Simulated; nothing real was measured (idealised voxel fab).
The document below concerns the process module designated voxel trench capacitor.
We display cut, a cross-section 165 nm in width whose square cells are each 5 nm.
Bands, listed from the top down, are how a cross-section gets written in this document; the cross-section itself is a grid of square cells, and a band is one or more rows of them.
A band entry consists of two parts. The first gives the height of the band's top and the height of its bottom, in nm. The rest lists the band's materials from left to right, each with its width in nm. A single material labelled with the word "throughout" fills the band from edge to edge, and the word "blank" marks empty space.
Height datum 0, below which the as-received substrate wafer is one material. Lowest band open at the bottom, running downward: "0 -> down".
Graded width ("30..40"): value in top row of band = first number; value in bottom row = second number; row-to-row change constant.
"no change" (step): cross-section cells unchanged, all of them.
Entry "Closed void listing". Content: empty spaces with no open connection to the top, size 8 cells or greater. Each: width x height at distance. Distance: from left edge. Unit: nm.
On a step's line, text after the settings is the simulator commenting on that step.
overlay nm: mask right of planned place by this much (step with mask). Neg. = left.
THIS SECTION LISTS THE PROCESS STEPS THAT WERE PLANNED
step 1: RECEIVE,material Si
step 2: CONFORMAL_DEP,material SiN,thk nm 5
step 3: PATTERN,tone open,mask id TRENCH,material resist,width nm 20,pitch nm 45,thk nm 15,overlay nm 0
step 4: DIRECTIONAL_ETCH,etch materials SiN,depth nm 5
step 5: DIRECTIONAL_ETCH,etch materials Si,depth nm 25
step 6: STRIP,etch materials resist
step 7: CONFORMAL_DEP,material SiO2,thk nm 5
step 8: FILL_DEP,material polySi,thk nm 10
step 9: CMP,height nm 5
THE CROSS-SECTION HERE SHOWS THE WAFER AS RECEIVED, I.E. IN ITS STATE AFTER STEP 1
* 0 -> down = Si throughout
* Closed void listing: none
CROSS-SECTION: FIRST OF TWO WAFERS, MODULE FINISHED, RUN ACCORDING TO PLAN
* 5 -> 0 = SiN (50) / SiO2 (5) / polySi (10) / SiO2 (5) / SiN (25) / SiO2 (5) / polySi (10) / SiO2 (5) / SiN (50)
* 0 -> -20 = Si (50) / SiO2 (5) / polySi (10) / SiO2 (5) / Si (25) / SiO2 (5) / polySi (10) / SiO2 (5) / Si (50)
* -20 -> -25 = Si (50) / SiO2 (20) / Si (25) / SiO2 (20) / Si (50)
* -25 -> down = Si throughout
* Closed void listing: none
THIS IS THE SECOND OF THE TWO WAFERS, CROSS-SECTIONED AT THE END OF THE MODULE; IT STARTED EXACTLY LIKE THE FIRST AND WAS GIVEN THE SAME PLAN, BUT IT WAS RUN WITH ONE MISTAKE
* 5 -> 0 = SiN (50) / SiO2 (5) / polySi (10) / SiO2 (5) / SiN (25) / SiO2 (5) / polySi (10) / SiO2 (5) / SiN (50)
* 0 -> -45 = Si (50) / SiO2 (5) / polySi (10) / SiO2 (5) / Si (25) / SiO2 (5) / polySi (10) / SiO2 (5) / Si (50)
* -45 -> -50 = Si (50) / SiO2 (20) / Si (25) / SiO2 (20) / Si (50)
* -50 -> down = Si throughout
* Closed void listing: none
Processing error: plan step 5 was twice executed
Materials where the second wafer ends with more or fewer cells than the first: 40 fewer of Si, 20 more of SiO2, 20 more of polySi
